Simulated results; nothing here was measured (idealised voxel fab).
Presented below is a process module, voxel local oxidation.
For reference, the cross-section in this document is cut, with width 145 nm and square cells of 5 nm.
In what follows, cross-sections appear as grids of square cells, described through bands that run from the top down, where every band is one or more rows of cells. Basically the band line says how high the top is and how high the bottom is, in nm, and then what's in it from left to right, every material with its width in nm. Empty space shows up as "air", and if a single material carries "everywhere" it runs the full band edge to edge. Heights are reckoned from 0. Under this level, the received wafer is all of one material. The bottommost band is open-ended downward, for example "0..down". A width given as "30->40" starts at the first number in the band's top row and ends at the second number in its bottom row, shifting by an equal amount at every step from row to row. Step note "no change occurred" = no cross-section cell changed. Fully sealed cavities: empty space of 8 cells or more with no open way to the top, each as width x height at its distance from the left edge, in nm. That trailing text on a step's line, after the settings, is the simulator's own remark on the step. You can add "overlay nm" to a step's line. For a step with a mask, it describes how far the mask lay to the right of its planned position, and a negative number describes a lay to the left.

List of planned process steps:
| 1 | RECEIVE [material Si] |
| 2 | CONFORMAL_DEP [material SiO2] [thk nm 5] |
| 3 | CONFORMAL_DEP [material SiN] [thk nm 10] |
| 4 | PATTERN [tone cover] [mask id ACTIVE] [material resist] [width nm 100] [thk nm 20] [overlay nm 0] |
| 5 | DIRECTIONAL_ETCH [etch materials SiN] [depth nm 10] |
| 6 | STRIP [etch materials resist] |
| 7 | SELECTIVE_ETCH [etch materials SiO2] [depth nm 5] |
| 8 | OXIDIZE [depth nm 15] |
| 9 | STRIP [etch materials SiN] |

So, the first of our two wafers, run just as we planned it:

As-received state of the wafer in cross-section, equivalent to post-step 1:
    0..down  Si everywhere
    Fully sealed cavities: none

Sectional view: wafer, after step 2:
    5..0  SiO2 everywhere
    Everything below 0 is unchanged.

Sectional view: wafer, after step 3:
    15..5  SiN everywhere
    Everything below 5 is unchanged.

Sectional view: wafer, after step 4:
    35..15  air: 20  resist: 100  air: 25
    Everything below 15 is unchanged.

Sectional view: wafer, after step 5:
    35..15  air: 20  resist: 100  air: 25
    15..5  air: 20  SiN: 100  air: 25
    Everything below 5 is unchanged.

Sectional view: wafer, after step 6:
    15..5  air: 20  SiN: 100  air: 25
    Everything below 5 is unchanged.

Sectional view: wafer, after step 7:
    15..5  air: 20  SiN: 100  air: 25
    5..0  air: 25  SiO2: 90  air: 30
    Everything below 0 is unchanged.

Sectional view: wafer, after step 8:
    15..5  air: 20  SiN: 100  air: 25
    5..0  air: 25  SiO2: 90  air: 30
    0..-15  SiO2: 40  Si: 60  SiO2: 45
    Everything below -15 is unchanged.

Sectional view: wafer, after step 9:
    5..0  air: 25  SiO2: 90  air: 30
    Everything below 0 is unchanged.

What follows concerns the second wafer, which started out like the first and was meant to follow the very same plan; one mistake crept in when it was run, but everything up to and including step 8 is the same as for the first wafer:

Look at the second wafer in cross-section at the time step 9 ought to have finished:
    0..-15  air: 40  Si: 60  air: 45
    Everything below -15 is unchanged.
What broke from the plan during processing? heads up, step 9 didn't go per plan, it actually ran as STRIP [etch materials SiO2]
End of process, cell counts, second wafer against first, materials with more or fewer: -69 SiO2
